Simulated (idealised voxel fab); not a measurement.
Title: Process Module voxel ribs on slabs
The cross-section on display is named cut; it measures 255 nm wide, and its cells are 5 nm squares.
Each cross-section below is a grid of square cells, stated as bands in top-down order, with one or more rows of cells making up each band. Band entry format. Leading values: height of top, height of bottom, nm. Remainder: materials in left-to-right order, each with its width in nm. Special words: "full width" on a single material, which then fills the band edge to edge; "empty", empty space. Height reference: 0 = level under which incoming wafer is all one material. Lowest band: no bottom, runs on downward, e.g. "z 0 and below". It should be noted that a width expressed as "30->40" varies in equal increments from row to row of cells within the band, taking the value of the first number at the top row and that of the second number at the bottom row. Take "no modifications" at face value: in the step it is given for, the cross-section changed in none of its cells. In "Closed void inventory" the enclosed voids are listed, meaning empty spaces of 8 cells or larger without any opening to the top. The form is width x height at distance, distance from the left edge, units nm. Past the settings on a step's line: simulator remark, on that step. overlay nm: mask offset rightward from planned place, masked step; negative means leftward offset.

[Planned process steps]
1 op RECEIVE | material Si
2 op DIRECTIONAL_DEP | material SiO2 | thk nm 30
3 op DIRECTIONAL_DEP | material SiN | thk nm 15
4 op MASKED_ETCH | tone cover | mask id RIB | width nm 20 | etch materials SiN | depth nm 5 | overlay nm 0
5 op PATTERN | tone cover | mask id SLAB | material resist | width nm 70 | thk nm 20 | overlay nm 0
6 op DIRECTIONAL_ETCH | etch materials SiN | depth nm 10
7 op STRIP | etch materials resist
8 op FILL_DEP | material SiO2 | thk nm 25
9 op CMP | height nm 60
10 op DIRECTIONAL_DEP | material W | thk nm 10
11 op DIRECTIONAL_DEP | material aC | thk nm 15
12 op PATTERN | tone cover | mask id HEATER | material resist | width nm 30 | thk nm 35 | overlay nm 0
13 op DIRECTIONAL_ETCH | etch materials aC | depth nm 15
14 op STRIP | etch materials resist
15 op DIRECTIONAL_ETCH | etch materials W | depth nm 10
16 op STRIP | etch materials aC
17 op CONFORMAL_DEP | material SiO2 | thk nm 5

[As received (post step 1): cross-section]
    z 0 and below = Si full width
    Closed void inventory: none

[The first of two wafers, cross-sectioned at the end of the module, with the run proceeding as planned]
    z 75 to 70 = empty 105 nm | SiO2 40 nm | empty 110 nm
    z 70 to 65 = empty 105 nm | SiO2 5 nm | W 30 nm | SiO2 5 nm | empty 110 nm
    z 65 to 60 = SiO2 110 nm | W 30 nm | SiO2 115 nm
    z 60 to 45 = SiO2 full width
    z 45 to 40 = SiO2 115 nm | SiN 20 nm | SiO2 120 nm
    z 40 to 30 = SiO2 90 nm | SiN 70 nm | SiO2 95 nm
    z 30 to 0 = SiO2 full width
    z 0 and below = Si full width
    Closed void inventory: none

[What the second wafer looks like in cross-section once the module is done. Its start and its plan matched the first wafer's exactly; what differed was one mistake in how it was run]
    z 75 to 70 = empty 105 nm | SiO2 40 nm | empty 110 nm
    z 70 to 65 = empty 105 nm | SiO2 5 nm | W 30 nm | SiO2 5 nm | empty 110 nm
    z 65 to 60 = SiO2 110 nm | W 30 nm | SiO2 115 nm
    z 60 to 55 = SiO2 115 nm | SiN 20 nm | SiO2 120 nm
    z 55 to 45 = SiO2 90 nm | SiN 70 nm | SiO2 95 nm
    z 45 to 30 = SiN full width
    z 30 to 0 = SiO2 full width
    z 0 and below = Si full width
    Closed void inventory: none
So what did we get wrong on this run? twice over, step 3 of the plan was run
Counted in cells at the end, the second wafer holds more or fewer of these materials than the first: +153 SiN | -153 SiO2
